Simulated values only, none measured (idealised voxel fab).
Proc. module: voxel ribs on slabs
Section shown: cut. Width: 190 nm. Cell size: 5 nm, square.
Format of a cross-section: grid, square cells. Given as bands. Order: top down. Band: one or more rows of cells.
Top, bottom (nm), then materials left to right with widths (nm); lone material tagged "full width" fills the whole band edge to edge; "air" = empty space.
Heights are expressed relative to 0, this being the level below which the as-received wafer comprises one material exclusively. The lowest band is unbounded in the downward direction and is denoted as in "0 down".
Note: "30 to 40" means the width goes from the first number (top row of the band) to the second number (bottom row) in equal steps per row of cells.
What does "nothing changed" mean for a step? It means no cell of the cross-section changed in that step.
You'll see "Enclosed void catalog" listing empty spaces that have no way open to the top, as long as they're 8 cells or more; the notation is width x height at distance, where the distance is from the left edge, and all of it is in nm.
Where a step's line continues beyond its settings, the continuation is a remark by the simulator itself on that step.
The optional step-line setting "overlay nm" applies to steps with a mask and quantifies how far to the right of its planned location the mask lay, a negative value indicating leftward placement.

SO HERE'S THE LINEUP OF PROCESS STEPS WE PLANNED
1) RECEIVE,material Si
2) DIRECTIONAL_DEP,material SiO2,thk nm 30
3) DIRECTIONAL_DEP,material SiN,thk nm 25
4) MASKED_ETCH,tone cover,mask id RIB,width nm 20,etch materials SiN,depth nm 20,overlay nm 0
5) PATTERN,tone cover,mask id SLAB,material resist,width nm 60,thk nm 20,overlay nm 0
6) DIRECTIONAL_ETCH,etch materials SiN,depth nm 5
7) STRIP,etch materials resist
8) FILL_DEP,material SiO2,thk nm 15
9) CMP,height nm 65
10) DIRECTIONAL_DEP,material TiN,thk nm 5
11) DIRECTIONAL_DEP,material aC,thk nm 10
12) PATTERN,tone cover,mask id HEATER,material resist,width nm 30,thk nm 25,overlay nm 0
13) DIRECTIONAL_ETCH,etch materials aC,depth nm 10
14) STRIP,etch materials resist
15) DIRECTIONAL_ETCH,etch materials TiN,depth nm 5
16) STRIP,etch materials aC
17) CONFORMAL_DEP,material SiO2,thk nm 5

CROSS-SECTION OF THE INCOMING WAFER, STATE AFTER STEP 1
* 0 down: Si full width
* Enclosed void catalog: none

THE FOLLOWING CROSS-SECTION DEPICTS THE WAFER UPON CONCLUSION OF THE MODULE. PROCESSING COMMENCED FROM THE STARTING CONDITION ILLUSTRATED ABOVE AND ADHERED TO THE PLAN ILLUSTRATED ABOVE, SAVE FOR ONE MISTAKE IN EXECUTION
* 70 to 65: air: 75; SiO2: 40; air: 75
* 65 to 60: SiO2: 80; TiN: 30; SiO2: 80
* 60 to 55: SiO2 full width
* 55 to 35: SiO2: 85; SiN: 20; SiO2: 85
* 35 to 30: SiO2: 65; SiN: 60; SiO2: 65
* 30 to 0: SiO2 full width
* 0 down: Si full width
* Enclosed void catalog: none
Diagnosis: heads up, step 9 didn't go per plan, it actually ran as CMP,height nm 60
